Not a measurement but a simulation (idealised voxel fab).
Name of the process module below: voxel wiring stack
cross-section cut | 275 nm wide | cells 5 nm
Throughout this document, each cross-section is represented as a grid of square cells and is presented as a sequence of bands enumerated from the top downward, where a band comprises one or more rows of cells. What a band's entry tells you: where the top is and where the bottom is, as heights in nm, and after that what lies inside, material by material from left to right, each with its width in nm. Empty space is written as the word "air", and a single material marked with the word "edge to edge" occupies the band from edge to edge. Ref level 0: as-received wafer is one material below here. Bottom band extends down with no lower bound ("0 down"). You'd read "30..40" like this: the band's top row of cells is as wide as the first number, its bottom row is as wide as the second, and going down, every row changes width by the same amount as the row before did. For the purposes of this document, the phrase "nothing changed" attached to a step denotes that no cell within the cross-section was modified by that step. "Enclosed void listing": sealed empty spaces, 8 cells or more, no open way to top, listed width x height at distance, with distance from the left edge and width, height and distance in nm. The remark found on a step's line after its settings is issued by the simulator itself and pertains to that step. overlay nm: right-of-plan distance of the mask on a masked step; negative values mean left-of-plan.
# Intended process steps
- 1: RECEIVE | material Si
- 2: CONFORMAL_DEP | material SiO2 | thk nm 15
- 3: DIRECTIONAL_DEP | material TiN | thk nm 5
- 4: DIRECTIONAL_DEP | material Ru | thk nm 20
- 5: PATTERN | tone cover | mask id METAL_1 | material resist | width nm 30 | pitch nm 50 | thk nm 20 | overlay nm 0
- 6: DIRECTIONAL_ETCH | etch materials Ru | depth nm 20
- 7: DIRECTIONAL_ETCH | etch materials TiN | depth nm 5
- 8: STRIP | etch materials resist
- 9: CONFORMAL_DEP | material SiN | thk nm 5
- 10: FILL_DEP | material SiO2 | thk nm 5
- 11: CMP | height nm 40
- 12: CONFORMAL_DEP | material SiCN | thk nm 5
- 13: DIRECTIONAL_DEP | material SiO2 | thk nm 15
- 14: MASKED_ETCH | tone open | mask id PLUG_1 | width nm 15 | etch materials SiO2 | depth nm 15 | overlay nm 0
- 15: MASKED_ETCH | tone open | mask id PLUG_1 | width nm 15 | etch materials SiCN | depth nm 5 | overlay nm 0
- 16: EPI | material Ru | thk nm 10
- 17: EPI | material Ru | thk nm 10
- 18: DIRECTIONAL_DEP | material TiN | thk nm 5
- 19: DIRECTIONAL_DEP | material Ru | thk nm 25
- 20: MASKED_ETCH | tone cover | mask id METAL_2 | width nm 30 | pitch nm 50 | etch materials Ru | depth nm 25 | overlay nm 0
- 21: MASKED_ETCH | tone cover | mask id METAL_2 | width nm 30 | pitch nm 50 | etch materials TiN | depth nm 5 | overlay nm 0
- 22: FILL_DEP | material lowk | thk nm 5
- 23: CMP | height nm 90
- 24: CONFORMAL_DEP | material SiCN | thk nm 5
- 25: DIRECTIONAL_DEP | material SiO2 | thk nm 20
- 26: MASKED_ETCH | tone open | mask id PLUG_2 | width nm 15 | etch materials SiO2 | depth nm 20 | overlay nm 0
- 27: MASKED_ETCH | tone open | mask id PLUG_2 | width nm 15 | etch materials SiCN | depth nm 5 | overlay nm 0
- 28: EPI | material Ru | thk nm 10
- 29: EPI | material Ru | thk nm 10
- 30: EPI | material Ru | thk nm 5
- 31: DIRECTIONAL_DEP | material TiN | thk nm 5
- 32: DIRECTIONAL_DEP | material W | thk nm 20
- 33: DIRECTIONAL_DEP | material aC | thk nm 10
- 34: PATTERN | tone cover | mask id METAL_3 | material resist | width nm 30 | pitch nm 50 | thk nm 30 | overlay nm 0
- 35: DIRECTIONAL_ETCH | etch materials aC | depth nm 10
- 36: STRIP | etch materials resist
- 37: DIRECTIONAL_ETCH | etch materials W | depth nm 20
- 38: DIRECTIONAL_ETCH | etch materials TiN | depth nm 5
- 39: STRIP | etch materials aC
- 40: FILL_DEP | material lowk | thk nm 5
- 41: CMP | height nm 140
- 42: CONFORMAL_DEP | material SiCN | thk nm 5
# What follows covers the first of two wafers; it ran as planned
# Here's what the wafer looked like in cross-section when it arrived - that's after step 1
    0 down: Si edge to edge
    Enclosed void listing: none
# Sectional view: wafer, after step 2
    15 to 0: SiO2 edge to edge
    Under 0: no change, same as before.
# Sectional view: wafer, after step 3
    20 to 15: TiN edge to edge
    Under 15: no change, same as before.
# Sectional view: wafer, after step 4
    40 to 20: Ru edge to edge
    Under 20: no change, same as before.
# Sectional view: wafer, after step 5
    60 to 40: 95 of air | 30 of resist | 20 of air | 30 of resist | 100 of air
    Under 40: no change, same as before.
# Sectional view: wafer, after step 6
    60 to 40: 95 of air | 30 of resist | 20 of air | 30 of resist | 100 of air
    40 to 20: 95 of air | 30 of Ru | 20 of air | 30 of Ru | 100 of air
    Under 20: no change, same as before.
# Sectional view: wafer, after step 7
    60 to 40: 95 of air | 30 of resist | 20 of air | 30 of resist | 100 of air
    40 to 20: 95 of air | 30 of Ru | 20 of air | 30 of Ru | 100 of air
    20 to 15: 95 of air | 30 of TiN | 20 of air | 30 of TiN | 100 of air
    Under 15: no change, same as before.
# Sectional view: wafer, after step 8
    40 to 20: 95 of air | 30 of Ru | 20 of air | 30 of Ru | 100 of air
    Under 20: no change, same as before.
# Sectional view: wafer, after step 9
    45 to 40: 90 of air | 40 of SiN | 10 of air | 40 of SiN | 95 of air
    40 to 20: 90 of air | 5 of SiN | 30 of Ru | 5 of SiN | 10 of air | 5 of SiN | 30 of Ru | 5 of SiN | 95 of air
    20 to 15: 95 of SiN | 30 of TiN | 20 of SiN | 30 of TiN | 100 of SiN
    Under 15: no change, same as before.
# Sectional view: wafer, after step 10
    50 to 45: SiO2 edge to edge
    45 to 40: 90 of SiO2 | 40 of SiN | 10 of SiO2 | 40 of SiN | 95 of SiO2
    40 to 20: 90 of SiO2 | 5 of SiN | 30 of Ru | 5 of SiN | 10 of SiO2 | 5 of SiN | 30 of Ru | 5 of SiN | 95 of SiO2
    Under 20: no change, same as before.
# Sectional view: wafer, after step 11
    40 to 20: 90 of SiO2 | 5 of SiN | 30 of Ru | 5 of SiN | 10 of SiO2 | 5 of SiN | 30 of Ru | 5 of SiN | 95 of SiO2
    Under 20: no change, same as before.
# Sectional view: wafer, after step 12
    45 to 40: SiCN edge to edge
    Under 40: no change, same as before.
# Sectional view: wafer, after step 13
    60 to 45: SiO2 edge to edge
    Under 45: no change, same as before.
# Sectional view: wafer, after step 14
    60 to 45: 95 of SiO2 | 15 of air | 165 of SiO2
    Under 45: no change, same as before.
# Sectional view: wafer, after step 15
    60 to 45: 95 of SiO2 | 15 of air | 165 of SiO2
    45 to 40: 95 of SiCN | 15 of air | 165 of SiCN
    Under 40: no change, same as before.
# Sectional view: wafer, after step 16
    60 to 50: 95 of SiO2 | 15 of air | 165 of SiO2
    50 to 45: 95 of SiO2 | 15 of Ru | 165 of SiO2
    45 to 40: 95 of SiCN | 15 of Ru | 165 of SiCN
    Under 40: no change, same as before.
# Sectional view: wafer, after step 17
    60 to 45: 95 of SiO2 | 15 of Ru | 165 of SiO2
    Under 45: no change, same as before.
# Sectional view: wafer, after step 18
    65 to 60: TiN edge to edge
    Under 60: no change, same as before.
# Sectional view: wafer, after step 19
    90 to 65: Ru edge to edge
    Under 65: no change, same as before.
# Sectional view: wafer, after step 20
    90 to 65: 95 of air | 30 of Ru | 20 of air | 30 of Ru | 100 of air
    Under 65: no change, same as before.
# Sectional view: wafer, after step 21
    90 to 65: 95 of air | 30 of Ru | 20 of air | 30 of Ru | 100 of air
    65 to 60: 95 of air | 30 of TiN | 20 of air | 30 of TiN | 100 of air
    Under 60: no change, same as before.
# Sectional view: wafer, after step 22
    95 to 90: lowk edge to edge
    90 to 65: 95 of lowk | 30 of Ru | 20 of lowk | 30 of Ru | 100 of lowk
    65 to 60: 95 of lowk | 30 of TiN | 20 of lowk | 30 of TiN | 100 of lowk
    Under 60: no change, same as before.
# Sectional view: wafer, after step 23
    90 to 65: 95 of lowk | 30 of Ru | 20 of lowk | 30 of Ru | 100 of lowk
    Under 65: no change, same as before.
# Sectional view: wafer, after step 24
    95 to 90: SiCN edge to edge
    Under 90: no change, same as before.
# Sectional view: wafer, after step 25
    115 to 95: SiO2 edge to edge
    Under 95: no change, same as before.
# Sectional view: wafer, after step 26
    115 to 95: 95 of SiO2 | 15 of air | 165 of SiO2
    Under 95: no change, same as before.
# Sectional view: wafer, after step 27
    115 to 95: 95 of SiO2 | 15 of air | 165 of SiO2
    95 to 90: 95 of SiCN | 15 of air | 165 of SiCN
    Under 90: no change, same as before.
# Sectional view: wafer, after step 28
    115 to 100: 95 of SiO2 | 15 of air | 165 of SiO2
    100 to 95: 95 of SiO2 | 15 of Ru | 165 of SiO2
    95 to 90: 95 of SiCN | 15 of Ru | 165 of SiCN
    Under 90: no change, same as before.
# Sectional view: wafer, after step 29
    115 to 110: 95 of SiO2 | 15 of air | 165 of SiO2
    110 to 95: 95 of SiO2 | 15 of Ru | 165 of SiO2
    Under 95: no change, same as before.
# Sectional view: wafer, after step 30
    115 to 95: 95 of SiO2 | 15 of Ru | 165 of SiO2
    Under 95: no change, same as before.
# Sectional view: wafer, after step 31
    120 to 115: TiN edge to edge
    Under 115: no change, same as before.
# Sectional view: wafer, after step 32
    140 to 120: W edge to edge
    Under 120: no change, same as before.
# Sectional view: wafer, after step 33
    150 to 140: aC edge to edge
    Under 140: no change, same as before.
# Sectional view: wafer, after step 34
    180 to 150: 95 of air | 30 of resist | 20 of air | 30 of resist | 100 of air
    Under 150: no change, same as before.
# Sectional view: wafer, after step 35
    170 to 150: 95 of air | 30 of resist | 20 of air | 30 of resist | 100 of air
    150 to 140: 95 of air | 30 of aC | 20 of air | 30 of aC | 100 of air
    Under 140: no change, same as before.
# Sectional view: wafer, after step 36
    150 to 140: 95 of air | 30 of aC | 20 of air | 30 of aC | 100 of air
    Under 140: no change, same as before.
# Sectional view: wafer, after step 37
    150 to 140: 95 of air | 30 of aC | 20 of air | 30 of aC | 100 of air
    140 to 120: 95 of air | 30 of W | 20 of air | 30 of W | 100 of air
    Under 120: no change, same as before.
# Sectional view: wafer, after step 38
    150 to 140: 95 of air | 30 of aC | 20 of air | 30 of aC | 100 of air
    140 to 120: 95 of air | 30 of W | 20 of air | 30 of W | 100 of air
    120 to 115: 95 of air | 30 of TiN | 20 of air | 30 of TiN | 100 of air
    Under 115: no change, same as before.
# Sectional view: wafer, after step 39
    140 to 120: 95 of air | 30 of W | 20 of air | 30 of W | 100 of air
    Under 120: no change, same as before.
# Sectional view: wafer, after step 40
    145 to 140: lowk edge to edge
    140 to 120: 95 of lowk | 30 of W | 20 of lowk | 30 of W | 100 of lowk
    120 to 115: 95 of lowk | 30 of TiN | 20 of lowk | 30 of TiN | 100 of lowk
    Under 115: no change, same as before.
# Sectional view: wafer, after step 41
    140 to 120: 95 of lowk | 30 of W | 20 of lowk | 30 of W | 100 of lowk
    Under 120: no change, same as before.
# Sectional view: wafer, after step 42
    145 to 140: SiCN edge to edge
    Under 140: no change, same as before.
# Wafer two of the pair: same origin, same plan, one error during the run; identical to wafer one up to and including step 26
# when step 27 should have ended
    115 to 95: 95 of SiO2 | 15 of air | 165 of SiO2
    95 to 90: 95 of SiCN | 10 of air | 170 of SiCN
    Under 90: no change, same as before.
# when step 28 should have ended
    115 to 100: 95 of SiO2 | 15 of air | 165 of SiO2
    100 to 95: 95 of SiO2 | 15 of Ru | 165 of SiO2
    95 to 90: 95 of SiCN | 10 of Ru | 170 of SiCN
    Under 90: no change, same as before.
# when step 29 should have ended
    115 to 110: 95 of SiO2 | 15 of air | 165 of SiO2
    110 to 95: 95 of SiO2 | 15 of Ru | 165 of SiO2
    Under 95: no change, same as before.
# when step 30 should have ended
    115 to 95: 95 of SiO2 | 15 of Ru | 165 of SiO2
    Under 95: no change, same as before.
# when step 31 should have ended
    120 to 115: TiN edge to edge
    Under 115: no change, same as before.
# when step 32 should have ended
    140 to 120: W edge to edge
    Under 120: no change, same as before.
# when step 33 should have ended
    150 to 140: aC edge to edge
    Under 140: no change, same as before.
# when step 34 should have ended
    180 to 150: 95 of air | 30 of resist | 20 of air | 30 of resist | 100 of air
    Under 150: no change, same as before.
# when step 35 should have ended
    170 to 150: 95 of air | 30 of resist | 20 of air | 30 of resist | 100 of air
    150 to 140: 95 of air | 30 of aC | 20 of air | 30 of aC | 100 of air
    Under 140: no change, same as before.
# when step 36 should have ended
    150 to 140: 95 of air | 30 of aC | 20 of air | 30 of aC | 100 of air
    Under 140: no change, same as before.
# when step 37 should have ended
    150 to 140: 95 of air | 30 of aC | 20 of air | 30 of aC | 100 of air
    140 to 120: 95 of air | 30 of W | 20 of air | 30 of W | 100 of air
    Under 120: no change, same as before.
# when step 38 should have ended
    150 to 140: 95 of air | 30 of aC | 20 of air | 30 of aC | 100 of air
    140 to 120: 95 of air | 30 of W | 20 of air | 30 of W | 100 of air
    120 to 115: 95 of air | 30 of TiN | 20 of air | 30 of TiN | 100 of air
    Under 115: no change, same as before.
# when step 39 should have ended
    140 to 120: 95 of air | 30 of W | 20 of air | 30 of W | 100 of air
    Under 120: no change, same as before.
# when step 40 should have ended
    145 to 140: lowk edge to edge
    140 to 120: 95 of lowk | 30 of W | 20 of lowk | 30 of W | 100 of lowk
    120 to 115: 95 of lowk | 30 of TiN | 20 of lowk | 30 of TiN | 100 of lowk
    Under 115: no change, same as before.
# when step 41 should have ended
    140 to 120: 95 of lowk | 30 of W | 20 of lowk | 30 of W | 100 of lowk
    Under 120: no change, same as before.
# when step 42 should have ended
    145 to 140: SiCN edge to edge
    Under 140: no change, same as before.
Against the plan, the run slipped here: rather than as planned, step 27 actually ran as MASKED_ETCH | tone open | mask id PLUG_2 | width nm 15 | etch materials SiCN | depth nm 5 | overlay nm -5
FYI, end of process, the second wafer has more or fewer cells of some materials than the first: Ru: 1 fewer; SiCN: 1 more
